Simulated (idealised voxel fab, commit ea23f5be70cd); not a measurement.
process module | voxel self aligned vias
cross-section cut | 155 nm wide | cells 5 nm
A cross-section is a grid of square cells, given in bands from the top down. A band is one or more rows of cells.
Each band's line starts with the height of the band's top and of its bottom, in nm. Then come its materials from left to right, each with its width in nm. One material with "throughout" fills the band from edge to edge. "air" is empty space.
Height 0 is the level under which the wafer as received is all one material. The lowest band goes on downwards, as in "0 down".
A width such as "30 to 40" changes by the same amount from each row of cells to the next, from the band's top row to its bottom row.
"no change" after a step means that no cell of the cross-section changed.
closed voids: empty space of 8 cells or more with no open way to the top, each as width x height at its distance from the left edge, in nm
after a step's settings: what the simulator itself notes on the step
overlay nm, on a step with a mask: how far to the right of its planned place the mask lay; to the left if negative
plan
1 op RECEIVE | material Si
2 op CONFORMAL_DEP | material SiO2 | thk nm 15
3 op CONFORMAL_DEP | material SiCN | thk nm 5
4 op DIRECTIONAL_DEP | material lowk | thk nm 30
5 op MASKED_ETCH | tone open | mask id LINES | width nm 20 | pitch nm 60 | etch materials lowk | depth nm 30 | overlay nm 0
6 op CONFORMAL_DEP | material TiN | thk nm 5
7 op FILL_DEP | material W | thk nm 5
8 op CMP | height nm 50
9 op SELECTIVE_ETCH | etch materials W Ru TiN | depth nm 5
10 op FILL_DEP | material SiN | thk nm 10
11 op CMP | height nm 50
12 op DIRECTIONAL_DEP | material lowk | thk nm 20
13 op DIRECTIONAL_DEP | material aC | thk nm 10
14 op PATTERN | tone open | mask id VIAS | material resist | width nm 40 | pitch nm 60 | thk nm 25 | overlay nm 0
15 op DIRECTIONAL_ETCH | etch materials aC | depth nm 10
16 op STRIP | etch materials resist
17 op DIRECTIONAL_ETCH | etch materials lowk | depth nm 20
18 op DIRECTIONAL_ETCH | etch materials SiN | depth nm 5
19 op STRIP | etch materials aC
20 op CONFORMAL_DEP | material TiN | thk nm 5
21 op FILL_DEP | material Ru | thk nm 5
22 op CMP | height nm 70
23 op CONFORMAL_DEP | material SiN | thk nm 5
varied across the wafers: width nm of step 5. The plan shows the first wafer's value. All wafers start alike
first wafer as received, after step 1
  0 down: Si throughout
  closed voids: none
first wafer at the end, after step 23
  75 to 70: SiN throughout
  70 to 55: lowk 25 | TiN 5 | Ru 30 | TiN 5 | lowk 20 | TiN 5 | Ru 30 | TiN 5 | lowk 30
  55 to 50: lowk 25 | TiN 15 | Ru 10 | TiN 15 | lowk 20 | TiN 15 | Ru 10 | TiN 15 | lowk 30
  50 to 45: lowk 35 | TiN 20 | lowk 40 | TiN 20 | lowk 40
  45 to 25: lowk 35 | TiN 5 | W 10 | TiN 5 | lowk 40 | TiN 5 | W 10 | TiN 5 | lowk 40
  25 to 20: lowk 35 | TiN 20 | lowk 40 | TiN 20 | lowk 40
  20 to 15: SiCN throughout
  15 to 0: SiO2 throughout
  0 down: Si throughout
  closed voids: none
last wafer at the end
  75 to 70: SiN throughout
  70 to 50: lowk 25 | TiN 5 | Ru 30 | TiN 5 | lowk 20 | TiN 5 | Ru 30 | TiN 5 | lowk 30
  50 to 45: lowk 25 | TiN 40 | SiN 5 | lowk 15 | TiN 40 | SiN 5 | lowk 25
  45 to 25: lowk 25 | TiN 5 | W 35 | TiN 5 | lowk 15 | TiN 5 | W 35 | TiN 5 | lowk 25
  25 to 20: lowk 25 | TiN 45 | lowk 15 | TiN 45 | lowk 25
  20 to 15: SiCN throughout
  15 to 0: SiO2 throughout
  0 down: Si throughout
  closed voids: none
each wafer at the end: cells of each material gained (+) or lost (-) since it was received, then its closed voids
width nm 20 | +40 Ru | +31 SiCN | +31 SiN | +93 SiO2 | +56 TiN | +16 W | +198 lowk | closed voids: none
width nm 25 | +42 Ru | +31 SiCN | +31 SiN | +93 SiO2 | +58 TiN | +24 W | +186 lowk | closed voids: none
width nm 30 | +44 Ru | +31 SiCN | +31 SiN | +93 SiO2 | +60 TiN | +32 W | +174 lowk | closed voids: none
width nm 35 | +46 Ru | +31 SiCN | +31 SiN | +93 SiO2 | +62 TiN | +40 W | +162 lowk | closed voids: none
width nm 40 | +48 Ru | +31 SiCN | +31 SiN | +93 SiO2 | +64 TiN | +48 W | +150 lowk | closed voids: none
width nm 45 | +48 Ru | +31 SiCN | +33 SiN | +93 SiO2 | +66 TiN | +56 W | +138 lowk | closed voids: none
